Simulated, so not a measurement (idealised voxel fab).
process module | voxel tone inversion
cross-section cut | 195 nm wide | cells 5 nm
A cross-section is a grid of square cells, given in bands from the top down. A band is one or more rows of cells.
Each band's line starts with the height of the band's top and of its bottom, in nm. Then come its materials from left to right, each with its width in nm. One material with "throughout" fills the band from edge to edge. "air" is empty space.
Height 0 is the level under which the wafer as received is all one material. The lowest band goes on downwards, as in "0 down".
A width such as "30 to 40" changes by the same amount from each row of cells to the next, from the band's top row to its bottom row.
"no change" after a step means that no cell of the cross-section changed.
closed voids: empty space of 8 cells or more with no open way to the top, each as width x height at its distance from the left edge, in nm
after a step's settings: what the simulator itself notes on the step
overlay nm, on a step with a mask: how far to the right of its planned place the mask lay; to the left if negative
plan
1 op RECEIVE | material Si
2 op CONFORMAL_DEP | material SiN | thk nm 10
3 op DIRECTIONAL_DEP | material aC | thk nm 15
4 op PATTERN | tone cover | mask id POSTS | material resist | width nm 20 | pitch nm 45 | thk nm 25 | overlay nm 0
5 op DIRECTIONAL_ETCH | etch materials aC | depth nm 15
6 op STRIP | etch materials resist
7 op FILL_DEP | material lowk | thk nm 5
8 op CMP | height nm 25
9 op STRIP | etch materials aC
first wafer, as planned
as received, after step 1
  0 down: Si throughout
  closed voids: none
after step 2
  10 to 0: SiN throughout
  below 0: unchanged
after step 3
  25 to 10: aC throughout
  below 10: unchanged
after step 4
  50 to 25: air 65 | resist 20 | air 25 | resist 20 | air 65
  below 25: unchanged
after step 5
  35 to 25: air 65 | resist 20 | air 25 | resist 20 | air 65
  25 to 10: air 65 | aC 20 | air 25 | aC 20 | air 65
  below 10: unchanged
after step 6
  25 to 10: air 65 | aC 20 | air 25 | aC 20 | air 65
  below 10: unchanged
after step 7
  30 to 25: lowk throughout
  25 to 10: lowk 65 | aC 20 | lowk 25 | aC 20 | lowk 65
  below 10: unchanged
after step 8
  25 to 10: lowk 65 | aC 20 | lowk 25 | aC 20 | lowk 65
  below 10: unchanged
after step 9
  25 to 10: lowk 65 | air 20 | lowk 25 | air 20 | lowk 65
  below 10: unchanged
second wafer: like start, like plan, one mistake. Through step 3 it matches the first wafer
when step 4 should have ended
  50 to 25: air 60 | resist 30 | air 15 | resist 30 | air 60
  below 25: unchanged
when step 5 should have ended
  35 to 25: air 60 | resist 30 | air 15 | resist 30 | air 60
  25 to 10: air 60 | aC 30 | air 15 | aC 30 | air 60
  below 10: unchanged
when step 6 should have ended
  25 to 10: air 60 | aC 30 | air 15 | aC 30 | air 60
  below 10: unchanged
when step 7 should have ended
  30 to 25: lowk throughout
  25 to 10: lowk 60 | aC 30 | lowk 15 | aC 30 | lowk 60
  below 10: unchanged
when step 8 should have ended
  25 to 10: lowk 60 | aC 30 | lowk 15 | aC 30 | lowk 60
  below 10: unchanged
when step 9 should have ended
  25 to 10: lowk 60 | air 30 | lowk 15 | air 30 | lowk 60
  below 10: unchanged
what went wrong: step 4 ran as: op PATTERN | tone cover | mask id POSTS | material resist | width nm 30 | pitch nm 45 | thk nm 25 | overlay nm 0
at the end the second wafer has, in cells: 12 fewer of lowk
